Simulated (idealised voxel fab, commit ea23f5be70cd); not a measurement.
The name of this process module is voxel tone inversion.
The figure presents cross-section cut, which has a width of 295 nm and is divided into square cells with an edge length of 5 nm.
A cross-section in this document is a grid of square cells, and it is written down as bands, the top band listed before the ones below it; a band is made up of one or more rows of cells. This entry defines a band. It first specifies the height of the band's top and the height of its bottom in nm, and then specifies the band's materials from left to right, stating each material with its width in nm. The word "throughout" identifies a single material that fills the band from edge to edge, while the word "blank" identifies empty space. The level at which height equals 0 is the one under which the wafer, as it arrives, is entirely one material. No lower edge exists for the bottom band, which continues downward and is notated as in "0..down". With a width like "30->40", each row of cells in the band differs from the next by the same amount, the top row carrying the first number and the bottom row the second. Take "remained unchanged" at face value: in the step it is given for, the cross-section changed in none of its cells. Look at "Enclosed cavity list" for the closed voids: empty spaces with no open path to the top, sized 8 cells or up. Each is width x height at distance, distance from the left edge, all nm. Read whatever lies past the settings on a step's line as the simulator's own remark about the step. What "overlay nm" on a step's line means: if the step has a mask, that mask lay this far to the right of its planned place, or, when the value is negative, to the left.

[Below is the list of planned process steps]
1,RECEIVE, material Si
2,CONFORMAL_DEP, material SiCN, thk nm 5
3,DIRECTIONAL_DEP, material aC, thk nm 25
4,PATTERN, tone cover, mask id POSTS, material resist, width nm 15, pitch nm 45, thk nm 35, overlay nm 0
5,DIRECTIONAL_ETCH, etch materials aC, depth nm 25
6,STRIP, etch materials resist
7,FILL_DEP, material SiO2, thk nm 5
8,CMP, height nm 30
9,STRIP, etch materials aC

[As-received state of the wafer in cross-section, equivalent to post-step 1]
  0..down = Si throughout
  Enclosed cavity list: none

[Wafer at module end, in section. Began as above, planned as above, run with one mistake]
  30..5 = blank: 95; SiO2: 15; blank: 30; SiO2: 15; blank: 30; SiO2: 15; blank: 95
  5..0 = SiCN throughout
  0..down = Si throughout
  Enclosed cavity list: none
Error vs. plan: note that step 4 departed from the planned setting and was carried out as PATTERN, tone open, mask id POSTS, material resist, width nm 15, pitch nm 45, thk nm 35, overlay nm 0
